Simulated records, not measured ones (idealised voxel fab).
A process module follows: voxel local oxidation.
Square cells of 5 nm make up the cross-section cut, whose width is 285 nm.
Just so we're on the same page, the cross-sections are grids of square cells, and they're listed out in bands top to bottom, each band one or more rows deep. Look at the band entry: it leads with the top's height and the bottom's height in nm. Then it lists the materials left to right, with a width in nm for each. The word "edge to edge" on a single material says that material fills the band edge to edge. The word "blank" is empty space. Height datum 0, below which the as-received substrate wafer is one material. Lowest band open at the bottom, running downward: "0..down". With a width like "30..40", each row of cells in the band differs from the next by the same amount, the top row carrying the first number and the bottom row the second. What does "remained unchanged" mean for a step? It means no cell of the cross-section changed in that step. Entry "Enclosed internal cavities". Content: empty spaces with no open connection to the top, size 8 cells or greater. Each: width x height at distance. Distance: from left edge. Unit: nm. On each step's line, the part that comes after the settings is the simulator's own comment on the step. On any step carrying a mask, the "overlay nm" setting, if present on the step's line, tells how far right of its planned place the mask lay; negative values point to the left.
These are the steps we planned for the process:
- 1: op RECEIVE | material Si
- 2: op CONFORMAL_DEP | material SiO2 | thk nm 5
- 3: op CONFORMAL_DEP | material SiN | thk nm 10
- 4: op MASKED_ETCH | tone cover | mask id ACTIVE | width nm 110 | etch materials SiN | depth nm 10 | overlay nm 0
- 5: op SELECTIVE_ETCH | etch materials SiO2 | depth nm 5
- 6: op OXIDIZE | depth nm 15
- 7: op STRIP | etch materials SiN
First wafer, two in total, run as planned:
Shown in cross-section is the wafer as received, that is, as it stands after step 1:
- 0..down  Si edge to edge
- Enclosed internal cavities: none
The wafer in cross-section once step 2 is complete:
- 5..0  SiO2 edge to edge
- At heights below 0, the structure remains unaltered.
The wafer in cross-section once step 3 is complete:
- 15..5  SiN edge to edge
- At heights below 5, the structure remains unaltered.
The wafer in cross-section once step 4 is complete:
- 15..5  85 nm blank, 110 nm SiN, 90 nm blank
- At heights below 5, the structure remains unaltered.
The wafer in cross-section once step 5 is complete:
- 15..5  85 nm blank, 110 nm SiN, 90 nm blank
- 5..0  90 nm blank, 100 nm SiO2, 95 nm blank
- At heights below 0, the structure remains unaltered.
The wafer in cross-section once step 6 is complete:
- 15..5  85 nm blank, 110 nm SiN, 90 nm blank
- 5..0  90 nm blank, 100 nm SiO2, 95 nm blank
- 0..-15  105 nm SiO2, 70 nm Si, 110 nm SiO2
- At heights below -15, the structure remains unaltered.
The wafer in cross-section once step 7 is complete:
- 5..0  90 nm blank, 100 nm SiO2, 95 nm blank
- At heights below 0, the structure remains unaltered.
The Second Wafer: Common Origin and Plan, One Mistake in Execution, Identical to the First Through Step 6:
The second wafer in cross-section, at the planned close of step 7:
- 0..-15  105 nm blank, 70 nm Si, 110 nm blank
- At heights below -15, the structure remains unaltered.
Misprocessing identified: off-plan run, step 7, actual operation and settings op STRIP | etch materials SiO2
at the end the second wafer has, in cells: -149 SiO2
